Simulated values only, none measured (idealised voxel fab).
process module | voxel gate over fins
cross-section cut | 165 nm wide | cells 5 nm
A cross-section is a grid of square cells, given in bands from the top down. A band is one or more rows of cells.
Each band's line starts with the height of the band's top and of its bottom, in nm. Then come its materials from left to right, each with its width in nm. One material with "throughout" fills the band from edge to edge. "air" is empty space.
Height 0 is the level under which the wafer as received is all one material. The lowest band goes on downwards, as in "0 down".
A width such as "30 to 40" changes by the same amount from each row of cells to the next, from the band's top row to its bottom row.
"no change" after a step means that no cell of the cross-section changed.
closed voids: empty space of 8 cells or more with no open way to the top, each as width x height at its distance from the left edge, in nm
after a step's settings: what the simulator itself notes on the step
overlay nm, on a step with a mask: how far to the right of its planned place the mask lay; to the left if negative
plan
1 op RECEIVE | material Si
2 op CONFORMAL_DEP | material SiN | thk nm 5
3 op MASKED_ETCH | tone cover | mask id FINS | width nm 15 | pitch nm 55 | etch materials SiN | depth nm 5 | overlay nm 0
4 op MASKED_ETCH | tone cover | mask id FINS | width nm 15 | pitch nm 55 | etch materials Si | depth nm 40 | overlay nm 0
5 op OXIDIZE | depth nm 5
6 op FILL_DEP | material SiO2 | thk nm 15
7 op CMP | height nm 5
8 op PATTERN | tone open | mask id RAIL | material resist | width nm 15 | thk nm 15 | overlay nm 0
9 op DIRECTIONAL_ETCH | etch materials SiO2 | depth nm 40
10 op STRIP | etch materials resist
11 op CONFORMAL_DEP | material TiN | thk nm 5
12 op FILL_DEP | material W | thk nm 5
13 op CMP | height nm 5
14 op SELECTIVE_ETCH | etch materials W Ru TiN | depth nm 25
15 op FILL_DEP | material SiO2 | thk nm 5
16 op CMP | height nm 5
17 op SELECTIVE_ETCH | etch materials SiO2 | depth nm 15
18 op STRIP | etch materials SiN
19 op CONFORMAL_DEP | material HfO2 | thk nm 5
20 op CONFORMAL_DEP | material TiN | thk nm 5
21 op CONFORMAL_DEP | material TiAl | thk nm 5
22 op CONFORMAL_DEP | material TiN | thk nm 5
23 op FILL_DEP | material W | thk nm 15
24 op CMP | height nm 30
25 op CONFORMAL_DEP | material SiN | thk nm 5
as received, after step 1
  0 down: Si throughout
  closed voids: none
a wafer at the end: this start, this plan, one mistake
  35 to 30: SiN throughout
  30 to 20: W throughout
  20 to 15: W 30 | TiN 45 | W 10 | TiN 45 | W 35
  15 to 10: W 30 | TiN 5 | TiAl 35 | TiN 5 | W 10 | TiN 5 | TiAl 35 | TiN 5 | W 35
  10 to 5: W 30 | TiN 5 | TiAl 5 | TiN 25 | TiAl 5 | TiN 5 | W 10 | TiN 5 | TiAl 5 | TiN 25 | TiAl 5 | TiN 5 | W 35
  5 to 0: W 30 | TiN 5 | TiAl 5 | TiN 5 | HfO2 15 | TiN 5 | TiAl 5 | TiN 5 | W 10 | TiN 5 | TiAl 5 | TiN 5 | HfO2 15 | TiN 5 | TiAl 5 | TiN 5 | W 35
  0 to -5: W 30 | TiN 5 | TiAl 5 | TiN 5 | HfO2 5 | Si 5 | HfO2 5 | TiN 5 | TiAl 5 | TiN 20 | TiAl 5 | TiN 5 | HfO2 5 | Si 5 | HfO2 5 | TiN 5 | TiAl 5 | TiN 5 | W 35
  -5 to -10: TiN 35 | TiAl 5 | TiN 5 | HfO2 5 | Si 5 | HfO2 5 | TiN 5 | TiAl 30 | TiN 5 | HfO2 5 | Si 5 | HfO2 5 | TiN 5 | TiAl 5 | TiN 40
  -10 to -15: TiAl 40 | TiN 5 | HfO2 5 | Si 5 | HfO2 5 | TiN 40 | HfO2 5 | Si 5 | HfO2 5 | TiN 5 | TiAl 45
  -15 to -20: TiN 45 | HfO2 5 | Si 5 | HfO2 5 | TiN 5 | HfO2 25 | TiN 10 | HfO2 5 | Si 5 | HfO2 5 | TiN 50
  -20 to -25: HfO2 50 | Si 5 | HfO2 15 | TiN 5 | W 5 | TiN 5 | HfO2 20 | Si 5 | HfO2 55
  -25 to -30: SiO2 50 | Si 5 | SiO2 15 | TiN 5 | W 5 | TiN 5 | SiO2 20 | Si 5 | SiO2 55
  -30 to -35: SiO2 50 | Si 5 | SiO2 15 | TiN 15 | SiO2 20 | Si 5 | SiO2 55
  -35 to -45: SiO2 50 | Si 5 | SiO2 50 | Si 5 | SiO2 55
  -45 down: Si throughout
  closed voids: none
what went wrong: step 17 was run twice
